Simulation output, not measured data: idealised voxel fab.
The process module that follows is named voxel ribs on slabs.
275 nm wide, 5 nm square cells: that's cross-section cut.
This document writes a cross-section as a grid whose cells are square, and gives it as bands, listed from the top down; one or more rows of cells form a band. Read a band's entry like this: the first values are the height of its top and the height of its bottom in nm, and what follows is the sequence of materials from left to right, each with its width in nm. Note that "air" is empty space, and that a single material marked "all across" reaches across the band from edge to edge. We count height from 0. Below that, the starting wafer is all one material. The lowest band never ends at the bottom but goes on down; see "0 down" for how that is written. A width given as "30 to 40" starts at the first number in the band's top row and ends at the second number in its bottom row, shifting by an equal amount at every step from row to row. The designation "same as before", where it is given for a processing step, indicates that no cell of the cross-section was altered in the course of that step. If an empty space has no open way to the top and is at least 8 cells in size, "Enclosed cavity list" lists it, written width x height at distance, where distance is measured from the left edge and every value is in nm. Note: text after step settings on the step line = simulator remark on that step. "overlay nm" denotes, for a step that has a mask, the displacement of the mask to the right of its planned place, with negative values corresponding to the left.
Below is the list of planned process steps:
1 RECEIVE [material Si]
2 DIRECTIONAL_DEP [material SiO2] [thk nm 30]
3 DIRECTIONAL_DEP [material SiN] [thk nm 20]
4 DIRECTIONAL_DEP [material aC] [thk nm 15]
5 PATTERN [tone cover] [mask id RIB] [material resist] [width nm 30] [thk nm 35] [overlay nm 0]
6 DIRECTIONAL_ETCH [etch materials aC] [depth nm 15]
7 STRIP [etch materials resist]
8 DIRECTIONAL_ETCH [etch materials SiN] [depth nm 5]
9 STRIP [etch materials aC]
10 DIRECTIONAL_DEP [material aC] [thk nm 10]
11 PATTERN [tone cover] [mask id SLAB] [material resist] [width nm 80] [thk nm 30] [overlay nm 0]
12 DIRECTIONAL_ETCH [etch materials aC] [depth nm 10]
13 STRIP [etch materials resist]
14 DIRECTIONAL_ETCH [etch materials SiN] [depth nm 15]
15 STRIP [etch materials aC]
16 FILL_DEP [material SiO2] [thk nm 25]
17 CMP [height nm 65]
18 DIRECTIONAL_DEP [material TiN] [thk nm 5]
19 PATTERN [tone cover] [mask id HEATER] [material resist] [width nm 40] [thk nm 20] [overlay nm 0]
20 DIRECTIONAL_ETCH [etch materials TiN] [depth nm 5]
21 STRIP [etch materials resist]
22 CONFORMAL_DEP [material SiO2] [thk nm 10]
Delivered wafer in cross-section: state after step 1:
0 down: Si all across
Enclosed cavity list: none
Final cross-section, module run with one mistake (start and plan as above):
80 to 75: 105 of air, then 60 of SiO2, then 110 of air
75 to 70: SiO2 all across
70 to 65: 115 of SiO2, then 40 of TiN, then 120 of SiO2
65 to 50: SiO2 all across
50 to 45: 130 of SiO2, then 30 of SiN, then 115 of SiO2
45 to 30: 95 of SiO2, then 80 of SiN, then 100 of SiO2
30 to 0: SiO2 all across
0 down: Si all across
Enclosed cavity list: none
It is concluded that the wafer was processed incorrectly with respect to the plan, in that it should be noted that step 5 was executed with settings other than those planned, the operation and settings actually applied being PATTERN [tone cover] [mask id RIB] [material resist] [width nm 30] [thk nm 35] [overlay nm 10]
